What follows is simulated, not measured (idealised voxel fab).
The process module presented herein is designated voxel spacer lines.
225 nm wide, 5 nm square cells: that's cross-section cut.
If you're reading a cross-section in this doc, picture square cells in a grid; it comes to you as bands, top ones listed first down to the bottom, and a band can be one or more rows of cells. In this notation a band is specified by the heights of its top and bottom, in that order and in nm, after which its materials appear from left to right, each paired with its width in nm. The word "edge to edge" attached to a single material means that material fills the band from edge to edge; the word "blank" stands for empty space. The reference from which all heights are counted is 0, the level beneath which the as-received wafer is entirely one material; the lowest band, having no lower bound, proceeds downward and is written after the example "0..down". Note: "30..40" means the width goes from the first number (top row of the band) to the second number (bottom row) in equal steps per row of cells. Step marked "changes: none"? Then no cell in the cross-section changed in it. Closed-off voids of 8+ cells (no open route to the top) go in "Trapped voids", written width x height at distance from the left edge, in nm. Anything after a step's settings on that line? It's the simulator's own note about the step. If you see "overlay nm" on a step's line and that step has a mask, it's telling you how far right of where it was planned the mask ended up; a negative number means it went left instead.
Steps in the process plan:
1: RECEIVE | material Si
2: CONFORMAL_DEP | material Al2O3 | thk nm 10
3: DIRECTIONAL_DEP | material polySi | thk nm 10
4: DIRECTIONAL_DEP | material aC | thk nm 25
5: PATTERN | tone cover | mask id MANDREL | material resist | width nm 25 | pitch nm 70 | thk nm 30 | overlay nm 0
6: DIRECTIONAL_ETCH | etch materials aC | depth nm 25
7: STRIP | etch materials resist
8: CONFORMAL_DEP | material SiO2 | thk nm 10
9: DIRECTIONAL_ETCH | etch materials SiO2 | depth nm 10
10: STRIP | etch materials aC
11: DIRECTIONAL_ETCH | etch materials polySi | depth nm 10
12: STRIP | etch materials SiO2
First wafer out of two, processed as planned:
Received-state cross-section, reflecting completion of step 1:
> 0..down: Si edge to edge
> Trapped voids: none
Presented here is a cross-section of the wafer after step 2 has been performed:
> 10..0: Al2O3 edge to edge
> Everything under 0 stays put, no change at all.
Presented here is a cross-section of the wafer after step 3 has been performed:
> 20..10: polySi edge to edge
> Everything under 10 stays put, no change at all.
Presented here is a cross-section of the wafer after step 4 has been performed:
> 45..20: aC edge to edge
> Everything under 20 stays put, no change at all.
Presented here is a cross-section of the wafer after step 5 has been performed:
> 75..45: blank 65 / resist 25 / blank 45 / resist 25 / blank 65
> Everything under 45 stays put, no change at all.
Presented here is a cross-section of the wafer after step 6 has been performed:
> 50..45: blank 65 / resist 25 / blank 45 / resist 25 / blank 65
> 45..20: blank 65 / aC 25 / blank 45 / aC 25 / blank 65
> Everything under 20 stays put, no change at all.
Presented here is a cross-section of the wafer after step 7 has been performed:
> 45..20: blank 65 / aC 25 / blank 45 / aC 25 / blank 65
> Everything under 20 stays put, no change at all.
Presented here is a cross-section of the wafer after step 8 has been performed:
> 55..45: blank 55 / SiO2 45 / blank 25 / SiO2 45 / blank 55
> 45..30: blank 55 / SiO2 10 / aC 25 / SiO2 10 / blank 25 / SiO2 10 / aC 25 / SiO2 10 / blank 55
> 30..20: SiO2 65 / aC 25 / SiO2 45 / aC 25 / SiO2 65
> Everything under 20 stays put, no change at all.
Presented here is a cross-section of the wafer after step 9 has been performed:
> 45..20: blank 55 / SiO2 10 / aC 25 / SiO2 10 / blank 25 / SiO2 10 / aC 25 / SiO2 10 / blank 55
> Everything under 20 stays put, no change at all.
Presented here is a cross-section of the wafer after step 10 has been performed:
> 45..20: blank 55 / SiO2 10 / blank 25 / SiO2 10 / blank 25 / SiO2 10 / blank 25 / SiO2 10 / blank 55
> Everything under 20 stays put, no change at all.
Presented here is a cross-section of the wafer after step 11 has been performed:
> 45..20: blank 55 / SiO2 10 / blank 25 / SiO2 10 / blank 25 / SiO2 10 / blank 25 / SiO2 10 / blank 55
> 20..10: blank 55 / polySi 10 / blank 25 / polySi 10 / blank 25 / polySi 10 / blank 25 / polySi 10 / blank 55
> Everything under 10 stays put, no change at all.
Presented here is a cross-section of the wafer after step 12 has been performed:
> 20..10: blank 55 / polySi 10 / blank 25 / polySi 10 / blank 25 / polySi 10 / blank 25 / polySi 10 / blank 55
> Everything under 10 stays put, no change at all.
Wafer two of the pair: same origin, same plan, one error during the run; identical to wafer one up to and including step 4:
Cross-section of the second wafer corresponding to the planned conclusion of step 5:
> 75..45: blank 75 / resist 25 / blank 45 / resist 25 / blank 55
> Everything under 45 stays put, no change at all.
Cross-section of the second wafer corresponding to the planned conclusion of step 6:
> 50..45: blank 75 / resist 25 / blank 45 / resist 25 / blank 55
> 45..20: blank 75 / aC 25 / blank 45 / aC 25 / blank 55
> Everything under 20 stays put, no change at all.
Cross-section of the second wafer corresponding to the planned conclusion of step 7:
> 45..20: blank 75 / aC 25 / blank 45 / aC 25 / blank 55
> Everything under 20 stays put, no change at all.
Cross-section of the second wafer corresponding to the planned conclusion of step 8:
> 55..45: blank 65 / SiO2 45 / blank 25 / SiO2 45 / blank 45
> 45..30: blank 65 / SiO2 10 / aC 25 / SiO2 10 / blank 25 / SiO2 10 / aC 25 / SiO2 10 / blank 45
> 30..20: SiO2 75 / aC 25 / SiO2 45 / aC 25 / SiO2 55
> Everything under 20 stays put, no change at all.
Cross-section of the second wafer corresponding to the planned conclusion of step 9:
> 45..20: blank 65 / SiO2 10 / aC 25 / SiO2 10 / blank 25 / SiO2 10 / aC 25 / SiO2 10 / blank 45
> Everything under 20 stays put, no change at all.
Cross-section of the second wafer corresponding to the planned conclusion of step 10:
> 45..20: blank 65 / SiO2 10 / blank 25 / SiO2 10 / blank 25 / SiO2 10 / blank 25 / SiO2 10 / blank 45
> Everything under 20 stays put, no change at all.
Cross-section of the second wafer corresponding to the planned conclusion of step 11:
> 45..20: blank 65 / SiO2 10 / blank 25 / SiO2 10 / blank 25 / SiO2 10 / blank 25 / SiO2 10 / blank 45
> 20..10: blank 65 / polySi 10 / blank 25 / polySi 10 / blank 25 / polySi 10 / blank 25 / polySi 10 / blank 45
> Everything under 10 stays put, no change at all.
Cross-section of the second wafer corresponding to the planned conclusion of step 12:
> 20..10: blank 65 / polySi 10 / blank 25 / polySi 10 / blank 25 / polySi 10 / blank 25 / polySi 10 / blank 45
> Everything under 10 stays put, no change at all.
Misprocessing identified: step 5 ran with different settings than intended, the actual operation and settings being PATTERN | tone cover | mask id MANDREL | material resist | width nm 25 | pitch nm 70 | thk nm 30 | overlay nm 10
In the final comparison it is observed that the number of cells assigned to each material is identical for the two wafers, whereas their placement is not.
